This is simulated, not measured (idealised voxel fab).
The document below concerns the process module designated voxel released beams.
For reference, the cross-section in this document is cut, with width 240 nm and square cells of 5 nm.
Cross-section = grid of square cells, listed top down in bands; band = one or more rows.
What a band's entry tells you: where the top is and where the bottom is, as heights in nm, and after that what lies inside, material by material from left to right, each with its width in nm. Empty space is written as the word "air", and a single material marked with the word "everywhere" occupies the band from edge to edge.
Heights are reckoned from 0. Under this level, the received wafer is all of one material. The bottommost band is open-ended downward, for example "0 down".
Width: "30->40" (first number = top row, second number = bottom row, same change from row to row of cells).
"nothing different" -> step changed no cross-section cell.
In "Internal closed voids" the enclosed voids are listed, meaning empty spaces of 8 cells or larger without any opening to the top. The form is width x height at distance, distance from the left edge, units nm.
What comes after the settings on a step's line is commentary from the simulator itself on that step.
Among the settings permitted on a step's line is "overlay nm"; applied to a step with a mask, it specifies the extent to which the mask lay to the right of its planned position, whereas a negative figure signifies a position to the left.
## Process steps - plan
- 1: RECEIVE | material Si
- 2: CONFORMAL_DEP | material SiN | thk nm 10
- 3: DIRECTIONAL_DEP | material SiO2 | thk nm 10
- 4: PATTERN | tone open | mask id ANCHOR | material resist | width nm 45 | thk nm 20 | overlay nm 0
- 5: DIRECTIONAL_ETCH | etch materials SiO2 | depth nm 10
- 6: STRIP | etch materials resist
- 7: CONFORMAL_DEP | material W | thk nm 15
- 8: MASKED_ETCH | tone cover | mask id BEAM | width nm 105 | etch materials W | depth nm 15 | overlay nm 0
- 9: STRIP | etch materials SiO2
## So this is the incoming wafer in cross-section - it's already been through step 1
* 0 down: Si everywhere
* Internal closed voids: none
## Result of the module, cross-sectioned: start per above, plan per above, one error in how it was run
* 35 to 25: air: 65; W: 65; air: 110
* 25 to 20: air: 65; W: 105; air: 70
* 20 to 10: air: 55; W: 15; SiO2: 45; W: 55; air: 70
* 10 to 0: SiN everywhere
* 0 down: Si everywhere
* Internal closed voids: none
Short version of what went wrong: step 4 ran as: PATTERN | tone cover | mask id ANCHOR | material resist | width nm 45 | thk nm 20 | overlay nm 0
